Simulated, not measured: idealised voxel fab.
process module | voxel gate over fins
cross-section cut | 225 nm wide | cells 5 nm
A cross-section is a grid of square cells, given in bands from the top down. A band is one or more rows of cells.
Each band's line starts with the height of the band's top and of its bottom, in nm. Then come its materials from left to right, each with its width in nm. One material with "throughout" fills the band from edge to edge. "air" is empty space.
Height 0 is the level under which the wafer as received is all one material. The lowest band goes on downwards, as in "0 down".
A width such as "30 to 40" changes by the same amount from each row of cells to the next, from the band's top row to its bottom row.
"no change" after a step means that no cell of the cross-section changed.
closed voids: empty space of 8 cells or more with no open way to the top, each as width x height at its distance from the left edge, in nm
after a step's settings: what the simulator itself notes on the step
overlay nm, on a step with a mask: how far to the right of its planned place the mask lay; to the left if negative
plan
1 op RECEIVE | material Si
2 op CONFORMAL_DEP | material SiN | thk nm 5
3 op PATTERN | tone cover | mask id FINS | material resist | width nm 15 | pitch nm 45 | thk nm 15 | overlay nm 0
4 op DIRECTIONAL_ETCH | etch materials SiN | depth nm 5
5 op DIRECTIONAL_ETCH | etch materials Si | depth nm 30
6 op STRIP | etch materials resist
7 op OXIDIZE | depth nm 5
8 op FILL_DEP | material SiO2 | thk nm 10
9 op CMP | height nm 5
10 op SELECTIVE_ETCH | etch materials SiO2 | depth nm 20
11 op STRIP | etch materials SiN
12 op CONFORMAL_DEP | material HfO2 | thk nm 5
13 op CONFORMAL_DEP | material TiN | thk nm 5
14 op CONFORMAL_DEP | material TiAl | thk nm 5
15 op CONFORMAL_DEP | material TiN | thk nm 5
16 op FILL_DEP | material W | thk nm 15
17 op CMP | height nm 30
18 op CONFORMAL_DEP | material SiCN | thk nm 5
first wafer, as planned
as received, after step 1
  0 down: Si throughout
  closed voids: none
after step 2
  5 to 0: SiN throughout
  below 0: unchanged
after step 3
  20 to 5: air 35 | resist 15 | air 30 | resist 15 | air 30 | resist 15 | air 30 | resist 15 | air 40
  below 5: unchanged
after step 4
  20 to 5: air 35 | resist 15 | air 30 | resist 15 | air 30 | resist 15 | air 30 | resist 15 | air 40
  5 to 0: air 35 | SiN 15 | air 30 | SiN 15 | air 30 | SiN 15 | air 30 | SiN 15 | air 40
  below 0: unchanged
after step 5
  20 to 5: air 35 | resist 15 | air 30 | resist 15 | air 30 | resist 15 | air 30 | resist 15 | air 40
  5 to 0: air 35 | SiN 15 | air 30 | SiN 15 | air 30 | SiN 15 | air 30 | SiN 15 | air 40
  0 to -30: air 35 | Si 15 | air 30 | Si 15 | air 30 | Si 15 | air 30 | Si 15 | air 40
  below -30: unchanged
after step 6
  5 to 0: air 35 | SiN 15 | air 30 | SiN 15 | air 30 | SiN 15 | air 30 | SiN 15 | air 40
  below 0: unchanged
after step 7
  5 to 0: air 35 | SiN 15 | air 30 | SiN 15 | air 30 | SiN 15 | air 30 | SiN 15 | air 40
  0 to -30: air 35 | SiO2 5 | Si 5 | SiO2 5 | air 30 | SiO2 5 | Si 5 | SiO2 5 | air 30 | SiO2 5 | Si 5 | SiO2 5 | air 30 | SiO2 5 | Si 5 | SiO2 5 | air 40
  -30 to -35: SiO2 40 | Si 5 | SiO2 40 | Si 5 | SiO2 40 | Si 5 | SiO2 40 | Si 5 | SiO2 45
  below -35: unchanged
after step 8
  15 to 5: SiO2 throughout
  5 to 0: SiO2 35 | SiN 15 | SiO2 30 | SiN 15 | SiO2 30 | SiN 15 | SiO2 30 | SiN 15 | SiO2 40
  0 to -35: SiO2 40 | Si 5 | SiO2 40 | Si 5 | SiO2 40 | Si 5 | SiO2 40 | Si 5 | SiO2 45
  below -35: unchanged
after step 9
  5 to 0: SiO2 35 | SiN 15 | SiO2 30 | SiN 15 | SiO2 30 | SiN 15 | SiO2 30 | SiN 15 | SiO2 40
  below 0: unchanged
after step 10
  5 to 0: air 35 | SiN 15 | air 30 | SiN 15 | air 30 | SiN 15 | air 30 | SiN 15 | air 40
  0 to -15: air 40 | Si 5 | air 40 | Si 5 | air 40 | Si 5 | air 40 | Si 5 | air 45
  below -15: unchanged
after step 11
  0 to -15: air 40 | Si 5 | air 40 | Si 5 | air 40 | Si 5 | air 40 | Si 5 | air 45
  below -15: unchanged
after step 12
  5 to 0: air 35 | HfO2 15 | air 30 | HfO2 15 | air 30 | HfO2 15 | air 30 | HfO2 15 | air 40
  0 to -10: air 35 | HfO2 5 | Si 5 | HfO2 5 | air 30 | HfO2 5 | Si 5 | HfO2 5 | air 30 | HfO2 5 | Si 5 | HfO2 5 | air 30 | HfO2 5 | Si 5 | HfO2 5 | air 40
  -10 to -15: HfO2 40 | Si 5 | HfO2 40 | Si 5 | HfO2 40 | Si 5 | HfO2 40 | Si 5 | HfO2 45
  below -15: unchanged
after step 13
  10 to 5: air 30 | TiN 25 | air 20 | TiN 25 | air 20 | TiN 25 | air 20 | TiN 25 | air 35
  5 to 0: air 30 | TiN 5 | HfO2 15 | TiN 5 | air 20 | TiN 5 | HfO2 15 | TiN 5 | air 20 | TiN 5 | HfO2 15 | TiN 5 | air 20 | TiN 5 | HfO2 15 | TiN 5 | air 35
  0 to -5: air 30 | TiN 5 | HfO2 5 | Si 5 | HfO2 5 | TiN 5 | air 20 | TiN 5 | HfO2 5 | Si 5 | HfO2 5 | TiN 5 | air 20 | TiN 5 | HfO2 5 | Si 5 | HfO2 5 | TiN 5 | air 20 | TiN 5 | HfO2 5 | Si 5 | HfO2 5 | TiN 5 | air 35
  -5 to -10: TiN 35 | HfO2 5 | Si 5 | HfO2 5 | TiN 30 | HfO2 5 | Si 5 | HfO2 5 | TiN 30 | HfO2 5 | Si 5 | HfO2 5 | TiN 30 | HfO2 5 | Si 5 | HfO2 5 | TiN 40
  below -10: unchanged
after step 14
  15 to 10: air 25 | TiAl 35 | air 10 | TiAl 35 | air 10 | TiAl 35 | air 10 | TiAl 35 | air 30
  10 to 5: air 25 | TiAl 5 | TiN 25 | TiAl 5 | air 10 | TiAl 5 | TiN 25 | TiAl 5 | air 10 | TiAl 5 | TiN 25 | TiAl 5 | air 10 | TiAl 5 | TiN 25 | TiAl 5 | air 30
  5 to 0: air 25 | TiAl 5 | TiN 5 | HfO2 15 | TiN 5 | TiAl 5 | air 10 | TiAl 5 | TiN 5 | HfO2 15 | TiN 5 | TiAl 5 | air 10 | TiAl 5 | TiN 5 | HfO2 15 | TiN 5 | TiAl 5 | air 10 | TiAl 5 | TiN 5 | HfO2 15 | TiN 5 | TiAl 5 | air 30
  0 to -5: TiAl 30 | TiN 5 | HfO2 5 | Si 5 | HfO2 5 | TiN 5 | TiAl 20 | TiN 5 | HfO2 5 | Si 5 | HfO2 5 | TiN 5 | TiAl 20 | TiN 5 | HfO2 5 | Si 5 | HfO2 5 | TiN 5 | TiAl 20 | TiN 5 | HfO2 5 | Si 5 | HfO2 5 | TiN 5 | TiAl 35
  below -5: unchanged
after step 15
  20 to 15: air 20 | TiN 180 | air 25
  15 to 10: air 20 | TiN 5 | TiAl 35 | TiN 10 | TiAl 35 | TiN 10 | TiAl 35 | TiN 10 | TiAl 35 | TiN 5 | air 25
  10 to 5: air 20 | TiN 5 | TiAl 5 | TiN 25 | TiAl 5 | TiN 10 | TiAl 5 | TiN 25 | TiAl 5 | TiN 10 | TiAl 5 | TiN 25 | TiAl 5 | TiN 10 | TiAl 5 | TiN 25 | TiAl 5 | TiN 5 | air 25
  5 to 0: TiN 25 | TiAl 5 | TiN 5 | HfO2 15 | TiN 5 | TiAl 5 | TiN 10 | TiAl 5 | TiN 5 | HfO2 15 | TiN 5 | TiAl 5 | TiN 10 | TiAl 5 | TiN 5 | HfO2 15 | TiN 5 | TiAl 5 | TiN 10 | TiAl 5 | TiN 5 | HfO2 15 | TiN 5 | TiAl 5 | TiN 30
  below 0: unchanged
after step 16
  35 to 20: W throughout
  20 to 15: W 20 | TiN 180 | W 25
  15 to 10: W 20 | TiN 5 | TiAl 35 | TiN 10 | TiAl 35 | TiN 10 | TiAl 35 | TiN 10 | TiAl 35 | TiN 5 | W 25
  10 to 5: W 20 | TiN 5 | TiAl 5 | TiN 25 | TiAl 5 | TiN 10 | TiAl 5 | TiN 25 | TiAl 5 | TiN 10 | TiAl 5 | TiN 25 | TiAl 5 | TiN 10 | TiAl 5 | TiN 25 | TiAl 5 | TiN 5 | W 25
  below 5: unchanged
after step 17
  30 to 20: W throughout
  below 20: unchanged
after step 18
  35 to 30: SiCN throughout
  below 30: unchanged
second wafer: like start, like plan, one mistake. Through step 12 it matches the first wafer
when step 13 should have ended: no change
when step 14 should have ended
  10 to 5: air 30 | TiAl 25 | air 20 | TiAl 25 | air 20 | TiAl 25 | air 20 | TiAl 25 | air 35
  5 to 0: air 30 | TiAl 5 | HfO2 15 | TiAl 5 | air 20 | TiAl 5 | HfO2 15 | TiAl 5 | air 20 | TiAl 5 | HfO2 15 | TiAl 5 | air 20 | TiAl 5 | HfO2 15 | TiAl 5 | air 35
  0 to -5: air 30 | TiAl 5 | HfO2 5 | Si 5 | HfO2 5 | TiAl 5 | air 20 | TiAl 5 | HfO2 5 | Si 5 | HfO2 5 | TiAl 5 | air 20 | TiAl 5 | HfO2 5 | Si 5 | HfO2 5 | TiAl 5 | air 20 | TiAl 5 | HfO2 5 | Si 5 | HfO2 5 | TiAl 5 | air 35
  -5 to -10: TiAl 35 | HfO2 5 | Si 5 | HfO2 5 | TiAl 30 | HfO2 5 | Si 5 | HfO2 5 | TiAl 30 | HfO2 5 | Si 5 | HfO2 5 | TiAl 30 | HfO2 5 | Si 5 | HfO2 5 | TiAl 40
  below -10: unchanged
when step 15 should have ended
  15 to 10: air 25 | TiN 35 | air 10 | TiN 35 | air 10 | TiN 35 | air 10 | TiN 35 | air 30
  10 to 5: air 25 | TiN 5 | TiAl 25 | TiN 5 | air 10 | TiN 5 | TiAl 25 | TiN 5 | air 10 | TiN 5 | TiAl 25 | TiN 5 | air 10 | TiN 5 | TiAl 25 | TiN 5 | air 30
  5 to 0: air 25 | TiN 5 | TiAl 5 | HfO2 15 | TiAl 5 | TiN 5 | air 10 | TiN 5 | TiAl 5 | HfO2 15 | TiAl 5 | TiN 5 | air 10 | TiN 5 | TiAl 5 | HfO2 15 | TiAl 5 | TiN 5 | air 10 | TiN 5 | TiAl 5 | HfO2 15 | TiAl 5 | TiN 5 | air 30
  0 to -5: TiN 30 | TiAl 5 | HfO2 5 | Si 5 | HfO2 5 | TiAl 5 | TiN 20 | TiAl 5 | HfO2 5 | Si 5 | HfO2 5 | TiAl 5 | TiN 20 | TiAl 5 | HfO2 5 | Si 5 | HfO2 5 | TiAl 5 | TiN 20 | TiAl 5 | HfO2 5 | Si 5 | HfO2 5 | TiAl 5 | TiN 35
  below -5: unchanged
when step 16 should have ended
  30 to 15: W throughout
  15 to 10: W 25 | TiN 35 | W 10 | TiN 35 | W 10 | TiN 35 | W 10 | TiN 35 | W 30
  10 to 5: W 25 | TiN 5 | TiAl 25 | TiN 5 | W 10 | TiN 5 | TiAl 25 | TiN 5 | W 10 | TiN 5 | TiAl 25 | TiN 5 | W 10 | TiN 5 | TiAl 25 | TiN 5 | W 30
  5 to 0: W 25 | TiN 5 | TiAl 5 | HfO2 15 | TiAl 5 | TiN 5 | W 10 | TiN 5 | TiAl 5 | HfO2 15 | TiAl 5 | TiN 5 | W 10 | TiN 5 | TiAl 5 | HfO2 15 | TiAl 5 | TiN 5 | W 10 | TiN 5 | TiAl 5 | HfO2 15 | TiAl 5 | TiN 5 | W 30
  below 0: unchanged
when step 17 should have ended: no change
when step 18 should have ended
  35 to 30: SiCN throughout
  below 30: unchanged
what went wrong: step 13 was left out
at the end the second wafer has, in cells: 69 fewer of TiN | 69 more of W
